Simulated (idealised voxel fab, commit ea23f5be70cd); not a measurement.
The document below concerns the process module designated voxel spacer lines.
Section shown: cut. Width: 220 nm. Cell size: 5 nm, square.
If you're reading a cross-section in this doc, picture square cells in a grid; it comes to you as bands, top ones listed first down to the bottom, and a band can be one or more rows of cells. Band: top and bottom heights (nm) first, top before bottom; then materials from left to right, widths in nm. "all across" marks a sole material filling the band edge to edge. "blank" denotes empty space. The level at which height equals 0 is the one under which the wafer, as it arrives, is entirely one material. No lower edge exists for the bottom band, which continues downward and is notated as in "0 nm and below". A two-number width, for instance "30..40", indicates that the width is equal to the first number in the top row of the band and to the second number in the bottom row, and that it changes by a constant amount per row of cells. Where a step carries "remained unchanged", the cross-section came out of it unchanged, cell for cell. Look at "Sealed void inventory" for the closed voids: empty spaces with no open path to the top, sized 8 cells or up. Each is width x height at distance, distance from the left edge, all nm. Whatever follows a step's settings on its line is a remark the simulator itself makes about that step. For masked steps, "overlay nm" on the step line gives how far right of plan the mask actually lay; a minus sign means it lay to the left.
So here's the lineup of process steps we planned:
1,RECEIVE with material Si
2,CONFORMAL_DEP with material Al2O3, thk nm 10
3,DIRECTIONAL_DEP with material SiN, thk nm 10
4,DIRECTIONAL_DEP with material aC, thk nm 25
5,PATTERN with tone cover, mask id MANDREL, material resist, width nm 15, pitch nm 60, thk nm 30, overlay nm 0
6,DIRECTIONAL_ETCH with etch materials aC, depth nm 25
7,STRIP with etch materials resist
8,CONFORMAL_DEP with material SiO2, thk nm 15
9,DIRECTIONAL_ETCH with etch materials SiO2, depth nm 15
10,STRIP with etch materials aC
11,DIRECTIONAL_ETCH with etch materials SiN, depth nm 10
12,STRIP with etch materials SiO2
13,FILL_DEP with material SiO2, thk nm 5
14,CMP with height nm 20
Cross-section of the wafer at receipt, which is the condition after step 1:
0 nm and below: Si all across
Sealed void inventory: none
Final wafer profile in cross-section after the module, from the same start and plan as above, with one mistake made during processing:
20 nm to 10 nm: aC all across
10 nm to 0 nm: Al2O3 all across
0 nm and below: Si all across
Sealed void inventory: none
So what did we get wrong on this run? deviation from plan: step 4 and step 3 executed in one another's positions
